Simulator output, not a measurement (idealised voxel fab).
process module | voxel ribs on slabs
cross-section cut | 200 nm wide | cells 5 nm
A cross-section is a grid of square cells, given in bands from the top down. A band is one or more rows of cells.
Each band's line starts with the height of the band's top and of its bottom, in nm. Then come its materials from left to right, each with its width in nm. One material with "throughout" fills the band from edge to edge. "air" is empty space.
Height 0 is the level under which the wafer as received is all one material. The lowest band goes on downwards, as in "0 down".
A width such as "30 to 40" changes by the same amount from each row of cells to the next, from the band's top row to its bottom row.
"no change" after a step means that no cell of the cross-section changed.
closed voids: empty space of 8 cells or more with no open way to the top, each as width x height at its distance from the left edge, in nm
after a step's settings: what the simulator itself notes on the step
overlay nm, on a step with a mask: how far to the right of its planned place the mask lay; to the left if negative
plan
1 op RECEIVE | material Si
2 op DIRECTIONAL_DEP | material SiO2 | thk nm 20
3 op DIRECTIONAL_DEP | material SiN | thk nm 20
4 op DIRECTIONAL_DEP | material aC | thk nm 10
5 op PATTERN | tone cover | mask id RIB | material resist | width nm 20 | thk nm 25 | overlay nm 0
6 op DIRECTIONAL_ETCH | etch materials aC | depth nm 10
7 op STRIP | etch materials resist
8 op DIRECTIONAL_ETCH | etch materials SiN | depth nm 10
9 op STRIP | etch materials aC
10 op DIRECTIONAL_DEP | material aC | thk nm 15
11 op PATTERN | tone cover | mask id SLAB | material resist | width nm 50 | thk nm 30 | overlay nm 0
12 op DIRECTIONAL_ETCH | etch materials aC | depth nm 15
13 op STRIP | etch materials resist
14 op DIRECTIONAL_ETCH | etch materials SiN | depth nm 10
15 op STRIP | etch materials aC
16 op FILL_DEP | material SiO2 | thk nm 30
17 op CMP | height nm 60
18 op DIRECTIONAL_DEP | material TiN | thk nm 5
19 op MASKED_ETCH | tone cover | mask id HEATER | width nm 20 | etch materials TiN | depth nm 5 | overlay nm 0
20 op CONFORMAL_DEP | material SiN | thk nm 5
varied across the wafers: width nm of step 19. The plan shows the first wafer's value. All wafers start alike
first wafer as received, after step 1
  0 down: Si throughout
  closed voids: none
each wafer at the end: cells of each material gained (+) or lost (-) since it was received, then its closed voids
width nm 20 | +70 SiN | +452 SiO2 | +4 TiN | closed voids: none
width nm 25 | +70 SiN | +452 SiO2 | +5 TiN | closed voids: none
width nm 30 | +70 SiN | +452 SiO2 | +6 TiN | closed voids: none
width nm 35 | +70 SiN | +452 SiO2 | +7 TiN | closed voids: none
width nm 40 | +70 SiN | +452 SiO2 | +8 TiN | closed voids: none
width nm 45 | +70 SiN | +452 SiO2 | +9 TiN | closed voids: none
